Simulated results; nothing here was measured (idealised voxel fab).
This is a process module. Its name is voxel wiring stack.
We display cut, a cross-section 205 nm in width whose square cells are each 5 nm.
Bands, listed from the top down, are how a cross-section gets written in this document; the cross-section itself is a grid of square cells, and a band is one or more rows of them.
Basically the band line says how high the top is and how high the bottom is, in nm, and then what's in it from left to right, every material with its width in nm. Empty space shows up as "blank", and if a single material carries "throughout" it runs the full band edge to edge.
Heights are measured from 0, the level below which the as-received wafer is all one material; the lowest band has no bottom and continues downward, written as in "0 and below".
A two-number width, for instance "30 to 40", indicates that the width is equal to the first number in the top row of the band and to the second number in the bottom row, and that it changes by a constant amount per row of cells.
Key: "no modification" - step with no changed cell in the cross-section.
Under "Listed closed voids" you'll find the enclosed gaps, the ones with no way out to the top, that are 8 cells or bigger; each reads width x height at distance, with distance counted from the left edge, everything in nm.
after a step's settings: what the simulator itself notes on the step
The "overlay nm" setting may appear on a step's line; for a step that uses a mask, it gives how far to the right of its planned position the mask lay, and a negative value indicates the left.
# Process steps foreseen in the plan
- 1: RECEIVE [material Si]
- 2: CONFORMAL_DEP [material SiO2] [thk nm 10]
- 3: CONFORMAL_DEP [material SiCN] [thk nm 5]
- 4: DIRECTIONAL_DEP [material SiO2] [thk nm 25]
- 5: PATTERN [tone open] [mask id METAL_1] [material resist] [width nm 25] [pitch nm 40] [thk nm 20] [overlay nm 0]
- 6: DIRECTIONAL_ETCH [etch materials SiO2] [depth nm 25]
- 7: DIRECTIONAL_ETCH [etch materials SiCN] [depth nm 5]
- 8: STRIP [etch materials resist]
- 9: CONFORMAL_DEP [material TiN] [thk nm 5]
- 10: FILL_DEP [material Cu] [thk nm 10]
- 11: CMP [height nm 40]
- 12: CONFORMAL_DEP [material SiCN] [thk nm 5]
- 13: DIRECTIONAL_DEP [material SiO2] [thk nm 15]
- 14: DIRECTIONAL_DEP [material aC] [thk nm 15]
- 15: PATTERN [tone open] [mask id PLUG_1] [material resist] [width nm 15] [thk nm 30] [overlay nm 0]
- 16: DIRECTIONAL_ETCH [etch materials aC] [depth nm 15]
- 17: STRIP [etch materials resist]
- 18: DIRECTIONAL_ETCH [etch materials SiO2] [depth nm 15]
- 19: DIRECTIONAL_ETCH [etch materials SiCN] [depth nm 5]
- 20: STRIP [etch materials aC]
- 21: EPI [material Ru] [thk nm 10]
- 22: EPI [material Ru] [thk nm 10]
- 23: DIRECTIONAL_DEP [material TiN] [thk nm 5]
- 24: DIRECTIONAL_DEP [material Ru] [thk nm 15]
- 25: DIRECTIONAL_DEP [material aC] [thk nm 10]
- 26: PATTERN [tone cover] [mask id METAL_2] [material resist] [width nm 25] [pitch nm 40] [thk nm 25] [overlay nm 0]
- 27: DIRECTIONAL_ETCH [etch materials aC] [depth nm 10]
- 28: STRIP [etch materials resist]
- 29: DIRECTIONAL_ETCH [etch materials Ru] [depth nm 15]
- 30: DIRECTIONAL_ETCH [etch materials TiN] [depth nm 5]
- 31: STRIP [etch materials aC]
- 32: CONFORMAL_DEP [material SiCN] [thk nm 5]
- 33: FILL_DEP [material SiO2] [thk nm 10]
- 34: CMP [height nm 80]
- 35: CONFORMAL_DEP [material SiN] [thk nm 5]
# So, the first of our two wafers, run just as we planned it
# Shown in cross-section is the wafer as received, that is, as it stands after step 1
> 0 and below: Si throughout
> Listed closed voids: none
# So this is the wafer cross-section right after step 2
> 10 down to 0: SiO2 throughout
> No changes below 0.
# So this is the wafer cross-section right after step 3
> 15 down to 10: SiCN throughout
> No changes below 10.
# So this is the wafer cross-section right after step 4
> 40 down to 15: SiO2 throughout
> No changes below 15.
# So this is the wafer cross-section right after step 5
> 60 down to 40: 70 resist, 25 blank, 15 resist, 25 blank, 70 resist
> No changes below 40.
# So this is the wafer cross-section right after step 6
> 60 down to 40: 70 resist, 25 blank, 15 resist, 25 blank, 70 resist
> 40 down to 15: 70 SiO2, 25 blank, 15 SiO2, 25 blank, 70 SiO2
> No changes below 15.
# So this is the wafer cross-section right after step 7
> 60 down to 40: 70 resist, 25 blank, 15 resist, 25 blank, 70 resist
> 40 down to 15: 70 SiO2, 25 blank, 15 SiO2, 25 blank, 70 SiO2
> 15 down to 10: 70 SiCN, 25 blank, 15 SiCN, 25 blank, 70 SiCN
> No changes below 10.
# So this is the wafer cross-section right after step 8
> 40 down to 15: 70 SiO2, 25 blank, 15 SiO2, 25 blank, 70 SiO2
> No changes below 15.
# So this is the wafer cross-section right after step 9
> 45 down to 40: 75 TiN, 15 blank, 25 TiN, 15 blank, 75 TiN
> 40 down to 15: 70 SiO2, 5 TiN, 15 blank, 5 TiN, 15 SiO2, 5 TiN, 15 blank, 5 TiN, 70 SiO2
> 15 down to 10: 70 SiCN, 25 TiN, 15 SiCN, 25 TiN, 70 SiCN
> No changes below 10.
# So this is the wafer cross-section right after step 10
> 55 down to 45: Cu throughout
> 45 down to 40: 75 TiN, 15 Cu, 25 TiN, 15 Cu, 75 TiN
> 40 down to 15: 70 SiO2, 5 TiN, 15 Cu, 5 TiN, 15 SiO2, 5 TiN, 15 Cu, 5 TiN, 70 SiO2
> No changes below 15.
# So this is the wafer cross-section right after step 11
> 40 down to 15: 70 SiO2, 5 TiN, 15 Cu, 5 TiN, 15 SiO2, 5 TiN, 15 Cu, 5 TiN, 70 SiO2
> No changes below 15.
# So this is the wafer cross-section right after step 12
> 45 down to 40: SiCN throughout
> No changes below 40.
# So this is the wafer cross-section right after step 13
> 60 down to 45: SiO2 throughout
> No changes below 45.
# So this is the wafer cross-section right after step 14
> 75 down to 60: aC throughout
> No changes below 60.
# So this is the wafer cross-section right after step 15
> 105 down to 75: 70 resist, 15 blank, 120 resist
> No changes below 75.
# So this is the wafer cross-section right after step 16
> 90 down to 75: 70 resist, 15 blank, 120 resist
> 75 down to 60: 70 aC, 15 blank, 120 aC
> No changes below 60.
# So this is the wafer cross-section right after step 17
> 75 down to 60: 70 aC, 15 blank, 120 aC
> No changes below 60.
# So this is the wafer cross-section right after step 18
> 75 down to 60: 70 aC, 15 blank, 120 aC
> 60 down to 45: 70 SiO2, 15 blank, 120 SiO2
> No changes below 45.
# So this is the wafer cross-section right after step 19
> 75 down to 60: 70 aC, 15 blank, 120 aC
> 60 down to 45: 70 SiO2, 15 blank, 120 SiO2
> 45 down to 40: 70 SiCN, 15 blank, 120 SiCN
> No changes below 40.
# So this is the wafer cross-section right after step 20
> 60 down to 45: 70 SiO2, 15 blank, 120 SiO2
> No changes below 45.
# So this is the wafer cross-section right after step 21
> 60 down to 50: 70 SiO2, 15 blank, 120 SiO2
> 50 down to 45: 70 SiO2, 15 Ru, 120 SiO2
> 45 down to 40: 70 SiCN, 15 Ru, 120 SiCN
> No changes below 40.
# So this is the wafer cross-section right after step 22
> 60 down to 45: 70 SiO2, 15 Ru, 120 SiO2
> No changes below 45.
# So this is the wafer cross-section right after step 23
> 65 down to 60: TiN throughout
> No changes below 60.
# So this is the wafer cross-section right after step 24
> 80 down to 65: Ru throughout
> No changes below 65.
# So this is the wafer cross-section right after step 25
> 90 down to 80: aC throughout
> No changes below 80.
# So this is the wafer cross-section right after step 26
> 115 down to 90: 70 blank, 25 resist, 15 blank, 25 resist, 70 blank
> No changes below 90.
# So this is the wafer cross-section right after step 27
> 105 down to 90: 70 blank, 25 resist, 15 blank, 25 resist, 70 blank
> 90 down to 80: 70 blank, 25 aC, 15 blank, 25 aC, 70 blank
> No changes below 80.
# So this is the wafer cross-section right after step 28
> 90 down to 80: 70 blank, 25 aC, 15 blank, 25 aC, 70 blank
> No changes below 80.
# So this is the wafer cross-section right after step 29
> 90 down to 80: 70 blank, 25 aC, 15 blank, 25 aC, 70 blank
> 80 down to 65: 70 blank, 25 Ru, 15 blank, 25 Ru, 70 blank
> No changes below 65.
# So this is the wafer cross-section right after step 30
> 90 down to 80: 70 blank, 25 aC, 15 blank, 25 aC, 70 blank
> 80 down to 65: 70 blank, 25 Ru, 15 blank, 25 Ru, 70 blank
> 65 down to 60: 70 blank, 25 TiN, 15 blank, 25 TiN, 70 blank
> No changes below 60.
# So this is the wafer cross-section right after step 31
> 80 down to 65: 70 blank, 25 Ru, 15 blank, 25 Ru, 70 blank
> No changes below 65.
# So this is the wafer cross-section right after step 32
> 85 down to 80: 65 blank, 35 SiCN, 5 blank, 35 SiCN, 65 blank
> 80 down to 65: 65 blank, 5 SiCN, 25 Ru, 5 SiCN, 5 blank, 5 SiCN, 25 Ru, 5 SiCN, 65 blank
> 65 down to 60: 70 SiCN, 25 TiN, 15 SiCN, 25 TiN, 70 SiCN
> No changes below 60.
# So this is the wafer cross-section right after step 33
> 95 down to 85: SiO2 throughout
> 85 down to 80: 65 SiO2, 35 SiCN, 5 SiO2, 35 SiCN, 65 SiO2
> 80 down to 65: 65 SiO2, 5 SiCN, 25 Ru, 5 SiCN, 5 SiO2, 5 SiCN, 25 Ru, 5 SiCN, 65 SiO2
> No changes below 65.
# So this is the wafer cross-section right after step 34
> 80 down to 65: 65 SiO2, 5 SiCN, 25 Ru, 5 SiCN, 5 SiO2, 5 SiCN, 25 Ru, 5 SiCN, 65 SiO2
> No changes below 65.
# So this is the wafer cross-section right after step 35
> 85 down to 80: SiN throughout
> No changes below 80.
# What follows concerns the second wafer, which started out like the first and was meant to follow the very same plan; one mistake crept in when it was run, but everything up to and including step 30 is the same as for the first wafer
# Second wafer, cut view, end of step 31 per plan
> 90 down to 80: 70 blank, 25 aC, 110 blank
> 80 down to 65: 70 blank, 25 Ru, 110 blank
> 65 down to 60: 70 blank, 25 TiN, 110 blank
> 60 down to 45: 70 blank, 15 Ru, 120 blank
> No changes below 45.
# Second wafer, cut view, end of step 32 per plan
> 95 down to 90: 65 blank, 35 SiCN, 105 blank
> 90 down to 80: 65 blank, 5 SiCN, 25 aC, 5 SiCN, 105 blank
> 80 down to 65: 65 blank, 5 SiCN, 25 Ru, 5 SiCN, 105 blank
> 65 down to 60: 65 blank, 5 SiCN, 25 TiN, 5 SiCN, 105 blank
> 60 down to 50: 65 blank, 5 SiCN, 15 Ru, 15 to 5 SiCN, 105 to 115 blank
> 50 down to 40: 70 SiCN, 15 Ru, 120 SiCN
> No changes below 40.
# Second wafer, cut view, end of step 33 per plan
> 105 down to 95: SiO2 throughout
> 95 down to 90: 65 SiO2, 35 SiCN, 105 SiO2
> 90 down to 80: 65 SiO2, 5 SiCN, 25 aC, 5 SiCN, 105 SiO2
> 80 down to 65: 65 SiO2, 5 SiCN, 25 Ru, 5 SiCN, 105 SiO2
> 65 down to 60: 65 SiO2, 5 SiCN, 25 TiN, 5 SiCN, 105 SiO2
> 60 down to 50: 65 SiO2, 5 SiCN, 15 Ru, 15 to 5 SiCN, 105 to 115 SiO2
> No changes below 50.
# Second wafer, cut view, end of step 34 per plan
> 80 down to 65: 65 SiO2, 5 SiCN, 25 Ru, 5 SiCN, 105 SiO2
> No changes below 65.
# Second wafer, cut view, end of step 35 per plan
> 85 down to 80: SiN throughout
> No changes below 80.
What broke from the plan during processing? off-plan run, step 31, actual operation and settings STRIP [etch materials SiO2]
The final cell counts differ between the wafers, with the second having more or fewer of some materials than the first: Ru -15 | SiCN +9 | SiO2 +11 | TiN -5
